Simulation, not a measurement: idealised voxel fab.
Name of the process module below: voxel ribs on slabs
Xsec cut, 210 nm wide, square cell size 5 nm.
Heads up, the way a cross-section reads in here is a grid of square cells, handed over as bands from the top down, with every band being one or more rows of cells.
Basically the band line says how high the top is and how high the bottom is, in nm, and then what's in it from left to right, every material with its width in nm. Empty space shows up as "air", and if a single material carries "all across" it runs the full band edge to edge.
The reference from which all heights are counted is 0, the level beneath which the as-received wafer is entirely one material; the lowest band, having no lower bound, proceeds downward and is written after the example "0 nm and below".
With a width like "30..40", each row of cells in the band differs from the next by the same amount, the top row carrying the first number and the bottom row the second.
No cell of the cross-section changed in a step that is given as "no alteration".
Empty spaces without an open route to the top, at least 8 cells in extent, make up the entry "Sealed cavities"; each is given as width x height at distance, where the distance is measured from the left edge, and all are in nm.
That trailing text on a step's line, after the settings, is the simulator's own remark on the step.
overlay nm: how far to the right of its planned place the mask lay on this masked step (negative: to the left).
# plan
1,RECEIVE | material Si
2,DIRECTIONAL_DEP | material SiO2 | thk nm 20
3,DIRECTIONAL_DEP | material polySi | thk nm 15
4,PATTERN | tone cover | mask id RIB | material resist | width nm 15 | thk nm 15 | overlay nm 0
5,DIRECTIONAL_ETCH | etch materials polySi | depth nm 10
6,STRIP | etch materials resist
7,MASKED_ETCH | tone cover | mask id SLAB | width nm 65 | etch materials polySi | depth nm 5 | overlay nm 0
8,FILL_DEP | material SiO2 | thk nm 15
9,CMP | height nm 45
10,DIRECTIONAL_DEP | material W | thk nm 10
11,DIRECTIONAL_DEP | material aC | thk nm 10
12,PATTERN | tone cover | mask id HEATER | material resist | width nm 25 | thk nm 25 | overlay nm 0
13,DIRECTIONAL_ETCH | etch materials aC | depth nm 10
14,STRIP | etch materials resist
15,DIRECTIONAL_ETCH | etch materials W | depth nm 10
16,STRIP | etch materials aC
17,CONFORMAL_DEP | material SiN | thk nm 5
# The first wafer of two, processed as planned
# Cross-section of the incoming wafer, state after step 1
    0 nm and below | Si all across
    Sealed cavities: none
# Upon completion of step 2, the wafer appears in cross-section as shown
    20 nm to 0 nm | SiO2 all across
    Note: structure below 0 unchanged.
# Upon completion of step 3, the wafer appears in cross-section as shown
    35 nm to 20 nm | polySi all across
    Note: structure below 20 unchanged.
# Upon completion of step 4, the wafer appears in cross-section as shown
    50 nm to 35 nm | 95 nm air; 15 nm resist; 100 nm air
    Note: structure below 35 unchanged.
# Upon completion of step 5, the wafer appears in cross-section as shown
    50 nm to 35 nm | 95 nm air; 15 nm resist; 100 nm air
    35 nm to 25 nm | 95 nm air; 15 nm polySi; 100 nm air
    Note: structure below 25 unchanged.
# Upon completion of step 6, the wafer appears in cross-section as shown
    35 nm to 25 nm | 95 nm air; 15 nm polySi; 100 nm air
    Note: structure below 25 unchanged.
# Upon completion of step 7, the wafer appears in cross-section as shown
    35 nm to 25 nm | 95 nm air; 15 nm polySi; 100 nm air
    25 nm to 20 nm | 70 nm air; 65 nm polySi; 75 nm air
    Note: structure below 20 unchanged.
# Upon completion of step 8, the wafer appears in cross-section as shown
    50 nm to 35 nm | SiO2 all across
    35 nm to 25 nm | 95 nm SiO2; 15 nm polySi; 100 nm SiO2
    25 nm to 20 nm | 70 nm SiO2; 65 nm polySi; 75 nm SiO2
    Note: structure below 20 unchanged.
# Upon completion of step 9, the wafer appears in cross-section as shown
    45 nm to 35 nm | SiO2 all across
    Note: structure below 35 unchanged.
# Upon completion of step 10, the wafer appears in cross-section as shown
    55 nm to 45 nm | W all across
    Note: structure below 45 unchanged.
# Upon completion of step 11, the wafer appears in cross-section as shown
    65 nm to 55 nm | aC all across
    Note: structure below 55 unchanged.
# Upon completion of step 12, the wafer appears in cross-section as shown
    90 nm to 65 nm | 90 nm air; 25 nm resist; 95 nm air
    Note: structure below 65 unchanged.
# Upon completion of step 13, the wafer appears in cross-section as shown
    80 nm to 65 nm | 90 nm air; 25 nm resist; 95 nm air
    65 nm to 55 nm | 90 nm air; 25 nm aC; 95 nm air
    Note: structure below 55 unchanged.
# Upon completion of step 14, the wafer appears in cross-section as shown
    65 nm to 55 nm | 90 nm air; 25 nm aC; 95 nm air
    Note: structure below 55 unchanged.
# Upon completion of step 15, the wafer appears in cross-section as shown
    65 nm to 55 nm | 90 nm air; 25 nm aC; 95 nm air
    55 nm to 45 nm | 90 nm air; 25 nm W; 95 nm air
    Note: structure below 45 unchanged.
# Upon completion of step 16, the wafer appears in cross-section as shown
    55 nm to 45 nm | 90 nm air; 25 nm W; 95 nm air
    Note: structure below 45 unchanged.
# Upon completion of step 17, the wafer appears in cross-section as shown
    60 nm to 55 nm | 85 nm air; 35 nm SiN; 90 nm air
    55 nm to 50 nm | 85 nm air; 5 nm SiN; 25 nm W; 5 nm SiN; 90 nm air
    50 nm to 45 nm | 90 nm SiN; 25 nm W; 95 nm SiN
    Note: structure below 45 unchanged.
# Second of two: same start, same plan, one run error; steps up to and including 2 match the first
# when step 3 should have ended
    35 nm to 20 nm | aC all across
    Note: structure below 20 unchanged.
# when step 4 should have ended
    50 nm to 35 nm | 95 nm air; 15 nm resist; 100 nm air
    Note: structure below 35 unchanged.
when step 5 should have ended: no alteration
# when step 6 should have ended
    35 nm to 20 nm | aC all across
    Note: structure below 20 unchanged.
when step 7 should have ended: no alteration
# when step 8 should have ended
    50 nm to 35 nm | SiO2 all across
    Note: structure below 35 unchanged.
# when step 9 should have ended
    45 nm to 35 nm | SiO2 all across
    Note: structure below 35 unchanged.
# when step 10 should have ended
    55 nm to 45 nm | W all across
    Note: structure below 45 unchanged.
# when step 11 should have ended
    65 nm to 55 nm | aC all across
    Note: structure below 55 unchanged.
# when step 12 should have ended
    90 nm to 65 nm | 90 nm air; 25 nm resist; 95 nm air
    Note: structure below 65 unchanged.
# when step 13 should have ended
    80 nm to 65 nm | 90 nm air; 25 nm resist; 95 nm air
    65 nm to 55 nm | 90 nm air; 25 nm aC; 95 nm air
    Note: structure below 55 unchanged.
# when step 14 should have ended
    65 nm to 55 nm | 90 nm air; 25 nm aC; 95 nm air
    Note: structure below 55 unchanged.
# when step 15 should have ended
    65 nm to 55 nm | 90 nm air; 25 nm aC; 95 nm air
    55 nm to 45 nm | 90 nm air; 25 nm W; 95 nm air
    Note: structure below 45 unchanged.
# when step 16 should have ended
    55 nm to 45 nm | 90 nm air; 25 nm W; 95 nm air
    Note: structure below 45 unchanged.
# when step 17 should have ended
    60 nm to 55 nm | 85 nm air; 35 nm SiN; 90 nm air
    55 nm to 50 nm | 85 nm air; 5 nm SiN; 25 nm W; 5 nm SiN; 90 nm air
    50 nm to 45 nm | 90 nm SiN; 25 nm W; 95 nm SiN
    Note: structure below 45 unchanged.
Deviation from plan: step 3 was run on a setting that differed from the plan, and what really ran there is DIRECTIONAL_DEP | material aC | thk nm 15
Materials where the second wafer ends with more or fewer cells than the first: SiO2: 107 fewer, aC: 126 more, polySi: 19 fewer
